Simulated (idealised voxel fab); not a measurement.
The process module that follows is named voxel local oxidation.
Cross-section cut: width 160 nm, square cells of 5 nm.
Format of a cross-section: grid, square cells. Given as bands. Order: top down. Band: one or more rows of cells.
Top, bottom (nm), then materials left to right with widths (nm); lone material tagged "throughout" fills the whole band edge to edge; "blank" = empty space.
Note: height 0 marks the level under which the wafer is uniformly one material as received. Lowest band unbounded below, written "0 -> down".
The width entry "30 to 40" should be interpreted row by row: the top row of cells in the band takes the first number, the bottom row takes the second number, and the change between adjacent rows is uniform throughout.
Any step labelled "no modification" changed none of the cells in the cross-section.
Entry "Sealed internal cavities". Content: empty spaces with no open connection to the top, size 8 cells or greater. Each: width x height at distance. Distance: from left edge. Unit: nm.
Note: text after step settings on the step line = simulator remark on that step.
"overlay nm" on a masked step: distance the mask lay right of its planned place, negative for left.
Here's what the planned process steps look like
1 RECEIVE [material Si]
2 CONFORMAL_DEP [material SiO2] [thk nm 5]
3 CONFORMAL_DEP [material SiN] [thk nm 15]
4 DIRECTIONAL_DEP [material aC] [thk nm 15]
5 PATTERN [tone cover] [mask id ACTIVE] [material resist] [width nm 100] [thk nm 30] [overlay nm 0]
6 DIRECTIONAL_ETCH [etch materials aC] [depth nm 15]
7 STRIP [etch materials resist]
8 DIRECTIONAL_ETCH [etch materials SiN] [depth nm 15]
9 STRIP [etch materials aC]
10 SELECTIVE_ETCH [etch materials SiO2] [depth nm 5]
11 OXIDIZE [depth nm 10]
12 STRIP [etch materials SiN]
Wafer at receipt (post step 1), cross-section
> 0 -> down: Si throughout
> Sealed internal cavities: none
Wafer cross-section at end of module: start and plan as shown above, one execution error
> 5 -> 0: blank 30 nm, SiO2 90 nm, blank 40 nm
> 0 -> -10: SiO2 40 nm, Si 70 nm, SiO2 50 nm
> -10 -> down: Si throughout
> Sealed internal cavities: none
Deviation noted in wafer processing: step 5 was processed under conditions differing from the plan, specifically as PATTERN [tone cover] [mask id ACTIVE] [material resist] [width nm 100] [thk nm 30] [overlay nm -5]
